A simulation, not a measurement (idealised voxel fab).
process module | voxel self aligned vias
The cross-section shown here is cut; it is 220 nm wide and divided into square cells measuring 5 nm on a side.
We lay out every cross-section as a grid of square cells and spell it out in bands from the top down, where one band means one or more rows of cells. Heads up on the band format: heights come first, top then bottom, in nm. After that it's the materials left to right, each with its width in nm. A single material flagged "edge to edge" fills the whole band edge to edge, and "air" means there's empty space there. Measure heights from 0. That's the level where, below it, the as-received wafer is all one material. The lowest band is bottomless and extends downward; write it as in "0..down". A width given as "30 to 40" starts at the first number in the band's top row and ends at the second number in its bottom row, shifting by an equal amount at every step from row to row. It should be understood that the words "no change", when stated for a given step, signify that the cross-section underwent no change in any of its cells during that step. The list in "Closed void list" covers empty spaces of 8 cells or more that cannot reach the top through any open way, and it gives each as width x height at distance; the distance is from the left edge, and width, height and distance are in nm. Where a step's line continues beyond its settings, the continuation is a remark by the simulator itself on that step. The setting "overlay nm" may be written on the line of a step. When the step uses a mask, the value reports how far to the right of the planned place the mask lay, and a negative value reports that it lay to the left.
# plan
1 RECEIVE: material Si
2 CONFORMAL_DEP: material SiO2, thk nm 15
3 CONFORMAL_DEP: material SiCN, thk nm 5
4 DIRECTIONAL_DEP: material SiO2, thk nm 30
5 PATTERN: tone open, mask id LINES, material resist, width nm 20, pitch nm 50, thk nm 15, overlay nm 0
6 DIRECTIONAL_ETCH: etch materials SiO2, depth nm 30
7 STRIP: etch materials resist
8 CONFORMAL_DEP: material TiN, thk nm 5
9 FILL_DEP: material Ru, thk nm 5
10 CMP: height nm 50
11 SELECTIVE_ETCH: etch materials W Ru TiN, depth nm 10
12 FILL_DEP: material SiN, thk nm 10
13 CMP: height nm 50
14 DIRECTIONAL_DEP: material SiO2, thk nm 20
15 DIRECTIONAL_DEP: material aC, thk nm 10
16 PATTERN: tone open, mask id VIAS, material resist, width nm 30, thk nm 30, overlay nm 0
17 DIRECTIONAL_ETCH: etch materials aC, depth nm 10
18 STRIP: etch materials resist
19 DIRECTIONAL_ETCH: etch materials SiO2, depth nm 20
20 DIRECTIONAL_ETCH: etch materials SiN, depth nm 10
21 STRIP: etch materials aC
22 CONFORMAL_DEP: material TiN, thk nm 5
23 FILL_DEP: material Ru, thk nm 5
24 CMP: height nm 70
25 CONFORMAL_DEP: material SiCN, thk nm 5
# Of two wafers, the first: run according to plan
# Wafer at receipt (post step 1), cross-section
* 0..down: Si edge to edge
* Closed void list: none
# Cross-section of the wafer after step 2
* 15..0: SiO2 edge to edge
* Heights below 0 show no change.
# Cross-section of the wafer after step 3
* 20..15: SiCN edge to edge
* Heights below 15 show no change.
# Cross-section of the wafer after step 4
* 50..20: SiO2 edge to edge
* Heights below 20 show no change.
# Cross-section of the wafer after step 5
* 65..50: 75 of resist, then 20 of air, then 30 of resist, then 20 of air, then 75 of resist
* Heights below 50 show no change.
# Cross-section of the wafer after step 6
* 65..50: 75 of resist, then 20 of air, then 30 of resist, then 20 of air, then 75 of resist
* 50..20: 75 of SiO2, then 20 of air, then 30 of SiO2, then 20 of air, then 75 of SiO2
* Heights below 20 show no change.
# Cross-section of the wafer after step 7
* 50..20: 75 of SiO2, then 20 of air, then 30 of SiO2, then 20 of air, then 75 of SiO2
* Heights below 20 show no change.
# Cross-section of the wafer after step 8
* 55..50: 80 of TiN, then 10 of air, then 40 of TiN, then 10 of air, then 80 of TiN
* 50..25: 75 of SiO2, then 5 of TiN, then 10 of air, then 5 of TiN, then 30 of SiO2, then 5 of TiN, then 10 of air, then 5 of TiN, then 75 of SiO2
* 25..20: 75 of SiO2, then 20 of TiN, then 30 of SiO2, then 20 of TiN, then 75 of SiO2
* Heights below 20 show no change.
# Cross-section of the wafer after step 9
* 60..55: Ru edge to edge
* 55..50: 80 of TiN, then 10 of Ru, then 40 of TiN, then 10 of Ru, then 80 of TiN
* 50..25: 75 of SiO2, then 5 of TiN, then 10 of Ru, then 5 of TiN, then 30 of SiO2, then 5 of TiN, then 10 of Ru, then 5 of TiN, then 75 of SiO2
* Heights below 25 show no change.
# Cross-section of the wafer after step 10
* 50..25: 75 of SiO2, then 5 of TiN, then 10 of Ru, then 5 of TiN, then 30 of SiO2, then 5 of TiN, then 10 of Ru, then 5 of TiN, then 75 of SiO2
* Heights below 25 show no change.
# Cross-section of the wafer after step 11
* 50..40: 75 of SiO2, then 20 of air, then 30 of SiO2, then 20 of air, then 75 of SiO2
* Heights below 40 show no change.
# Cross-section of the wafer after step 12
* 60..50: SiN edge to edge
* 50..40: 75 of SiO2, then 20 of SiN, then 30 of SiO2, then 20 of SiN, then 75 of SiO2
* Heights below 40 show no change.
# Cross-section of the wafer after step 13
* 50..40: 75 of SiO2, then 20 of SiN, then 30 of SiO2, then 20 of SiN, then 75 of SiO2
* Heights below 40 show no change.
# Cross-section of the wafer after step 14
* 70..50: SiO2 edge to edge
* Heights below 50 show no change.
# Cross-section of the wafer after step 15
* 80..70: aC edge to edge
* Heights below 70 show no change.
# Cross-section of the wafer after step 16
* 110..80: 70 of resist, then 30 of air, then 120 of resist
* Heights below 80 show no change.
# Cross-section of the wafer after step 17
* 100..80: 70 of resist, then 30 of air, then 120 of resist
* 80..70: 70 of aC, then 30 of air, then 120 of aC
* Heights below 70 show no change.
# Cross-section of the wafer after step 18
* 80..70: 70 of aC, then 30 of air, then 120 of aC
* Heights below 70 show no change.
# Cross-section of the wafer after step 19
* 80..70: 70 of aC, then 30 of air, then 120 of aC
* 70..50: 70 of SiO2, then 30 of air, then 120 of SiO2
* Heights below 50 show no change.
# Cross-section of the wafer after step 20
* 80..70: 70 of aC, then 30 of air, then 120 of aC
* 70..50: 70 of SiO2, then 30 of air, then 120 of SiO2
* 50..40: 75 of SiO2, then 20 of air, then 30 of SiO2, then 20 of SiN, then 75 of SiO2
* Heights below 40 show no change.
# Cross-section of the wafer after step 21
* 70..50: 70 of SiO2, then 30 of air, then 120 of SiO2
* Heights below 50 show no change.
# Cross-section of the wafer after step 22
* 75..70: 75 of TiN, then 20 of air, then 125 of TiN
* 70..55: 70 of SiO2, then 5 of TiN, then 20 of air, then 5 of TiN, then 120 of SiO2
* 55..50: 70 of SiO2, then 10 of TiN, then 10 of air, then 10 of TiN, then 120 of SiO2
* 50..45: 75 of SiO2, then 5 of TiN, then 10 of air, then 5 of TiN, then 30 of SiO2, then 20 of SiN, then 75 of SiO2
* 45..40: 75 of SiO2, then 20 of TiN, then 30 of SiO2, then 20 of SiN, then 75 of SiO2
* Heights below 40 show no change.
# Cross-section of the wafer after step 23
* 80..75: Ru edge to edge
* 75..70: 75 of TiN, then 20 of Ru, then 125 of TiN
* 70..55: 70 of SiO2, then 5 of TiN, then 20 of Ru, then 5 of TiN, then 120 of SiO2
* 55..50: 70 of SiO2, then 10 of TiN, then 10 of Ru, then 10 of TiN, then 120 of SiO2
* 50..45: 75 of SiO2, then 5 of TiN, then 10 of Ru, then 5 of TiN, then 30 of SiO2, then 20 of SiN, then 75 of SiO2
* Heights below 45 show no change.
# Cross-section of the wafer after step 24
* 70..55: 70 of SiO2, then 5 of TiN, then 20 of Ru, then 5 of TiN, then 120 of SiO2
* Heights below 55 show no change.
# Cross-section of the wafer after step 25
* 75..70: SiCN edge to edge
* Heights below 70 show no change.
# Wafer two. Same start, same plan, one slip in execution. Same as wafer one through step 1, inclusive
# Cross-sectional representation of the second wafer at the time designated in the plan for the completion of step 2
* 30..0: SiO2 edge to edge
* Heights below 0 show no change.
# Cross-sectional representation of the second wafer at the time designated in the plan for the completion of step 3
* 35..30: SiCN edge to edge
* Heights below 30 show no change.
# Cross-sectional representation of the second wafer at the time designated in the plan for the completion of step 4
* 65..35: SiO2 edge to edge
* Heights below 35 show no change.
# Cross-sectional representation of the second wafer at the time designated in the plan for the completion of step 5
* 80..65: 75 of resist, then 20 of air, then 30 of resist, then 20 of air, then 75 of resist
* Heights below 65 show no change.
# Cross-sectional representation of the second wafer at the time designated in the plan for the completion of step 6
* 80..65: 75 of resist, then 20 of air, then 30 of resist, then 20 of air, then 75 of resist
* 65..35: 75 of SiO2, then 20 of air, then 30 of SiO2, then 20 of air, then 75 of SiO2
* Heights below 35 show no change.
# Cross-sectional representation of the second wafer at the time designated in the plan for the completion of step 7
* 65..35: 75 of SiO2, then 20 of air, then 30 of SiO2, then 20 of air, then 75 of SiO2
* Heights below 35 show no change.
# Cross-sectional representation of the second wafer at the time designated in the plan for the completion of step 8
* 70..65: 80 of TiN, then 10 of air, then 40 of TiN, then 10 of air, then 80 of TiN
* 65..40: 75 of SiO2, then 5 of TiN, then 10 of air, then 5 of TiN, then 30 of SiO2, then 5 of TiN, then 10 of air, then 5 of TiN, then 75 of SiO2
* 40..35: 75 of SiO2, then 20 of TiN, then 30 of SiO2, then 20 of TiN, then 75 of SiO2
* Heights below 35 show no change.
# Cross-sectional representation of the second wafer at the time designated in the plan for the completion of step 9
* 75..70: Ru edge to edge
* 70..65: 80 of TiN, then 10 of Ru, then 40 of TiN, then 10 of Ru, then 80 of TiN
* 65..40: 75 of SiO2, then 5 of TiN, then 10 of Ru, then 5 of TiN, then 30 of SiO2, then 5 of TiN, then 10 of Ru, then 5 of TiN, then 75 of SiO2
* Heights below 40 show no change.
# Cross-sectional representation of the second wafer at the time designated in the plan for the completion of step 10
* 50..40: 75 of SiO2, then 5 of TiN, then 10 of Ru, then 5 of TiN, then 30 of SiO2, then 5 of TiN, then 10 of Ru, then 5 of TiN, then 75 of SiO2
* Heights below 40 show no change.
# Cross-sectional representation of the second wafer at the time designated in the plan for the completion of step 11
* 50..40: 75 of SiO2, then 20 of air, then 30 of SiO2, then 20 of air, then 75 of SiO2
* Heights below 40 show no change.
# Cross-sectional representation of the second wafer at the time designated in the plan for the completion of step 12
* 60..50: SiN edge to edge
* 50..40: 75 of SiO2, then 20 of SiN, then 30 of SiO2, then 20 of SiN, then 75 of SiO2
* Heights below 40 show no change.
# Cross-sectional representation of the second wafer at the time designated in the plan for the completion of step 13
* 50..40: 75 of SiO2, then 20 of SiN, then 30 of SiO2, then 20 of SiN, then 75 of SiO2
* Heights below 40 show no change.
# Cross-sectional representation of the second wafer at the time designated in the plan for the completion of step 14
* 70..50: SiO2 edge to edge
* Heights below 50 show no change.
# Cross-sectional representation of the second wafer at the time designated in the plan for the completion of step 15
* 80..70: aC edge to edge
* Heights below 70 show no change.
# Cross-sectional representation of the second wafer at the time designated in the plan for the completion of step 16
* 110..80: 70 of resist, then 30 of air, then 120 of resist
* Heights below 80 show no change.
# Cross-sectional representation of the second wafer at the time designated in the plan for the completion of step 17
* 100..80: 70 of resist, then 30 of air, then 120 of resist
* 80..70: 70 of aC, then 30 of air, then 120 of aC
* Heights below 70 show no change.
# Cross-sectional representation of the second wafer at the time designated in the plan for the completion of step 18
* 80..70: 70 of aC, then 30 of air, then 120 of aC
* Heights below 70 show no change.
# Cross-sectional representation of the second wafer at the time designated in the plan for the completion of step 19
* 80..70: 70 of aC, then 30 of air, then 120 of aC
* 70..50: 70 of SiO2, then 30 of air, then 120 of SiO2
* Heights below 50 show no change.
# Cross-sectional representation of the second wafer at the time designated in the plan for the completion of step 20
* 80..70: 70 of aC, then 30 of air, then 120 of aC
* 70..50: 70 of SiO2, then 30 of air, then 120 of SiO2
* 50..40: 75 of SiO2, then 20 of air, then 30 of SiO2, then 20 of SiN, then 75 of SiO2
* Heights below 40 show no change.
# Cross-sectional representation of the second wafer at the time designated in the plan for the completion of step 21
* 70..50: 70 of SiO2, then 30 of air, then 120 of SiO2
* Heights below 50 show no change.
# Cross-sectional representation of the second wafer at the time designated in the plan for the completion of step 22
* 75..70: 75 of TiN, then 20 of air, then 125 of TiN
* 70..55: 70 of SiO2, then 5 of TiN, then 20 of air, then 5 of TiN, then 120 of SiO2
* 55..50: 70 of SiO2, then 10 of TiN, then 10 of air, then 10 of TiN, then 120 of SiO2
* 50..45: 75 of SiO2, then 5 of TiN, then 10 of air, then 5 of TiN, then 30 of SiO2, then 20 of SiN, then 75 of SiO2
* 45..40: 75 of SiO2, then 20 of TiN, then 30 of SiO2, then 20 of SiN, then 75 of SiO2
* Heights below 40 show no change.
# Cross-sectional representation of the second wafer at the time designated in the plan for the completion of step 23
* 80..75: Ru edge to edge
* 75..70: 75 of TiN, then 20 of Ru, then 125 of TiN
* 70..55: 70 of SiO2, then 5 of TiN, then 20 of Ru, then 5 of TiN, then 120 of SiO2
* 55..50: 70 of SiO2, then 10 of TiN, then 10 of Ru, then 10 of TiN, then 120 of SiO2
* 50..45: 75 of SiO2, then 5 of TiN, then 10 of Ru, then 5 of TiN, then 30 of SiO2, then 20 of SiN, then 75 of SiO2
* Heights below 45 show no change.
# Cross-sectional representation of the second wafer at the time designated in the plan for the completion of step 24
* 70..55: 70 of SiO2, then 5 of TiN, then 20 of Ru, then 5 of TiN, then 120 of SiO2
* Heights below 55 show no change.
# Cross-sectional representation of the second wafer at the time designated in the plan for the completion of step 25
* 75..70: SiCN edge to edge
* Heights below 70 show no change.
Processing error: step 2 of the plan was executed twice over
Per the end-of-run cell counts, the second wafer holds more or fewer of some materials than the first: Ru: 12 fewer; SiO2: 24 more; TiN: 12 fewer
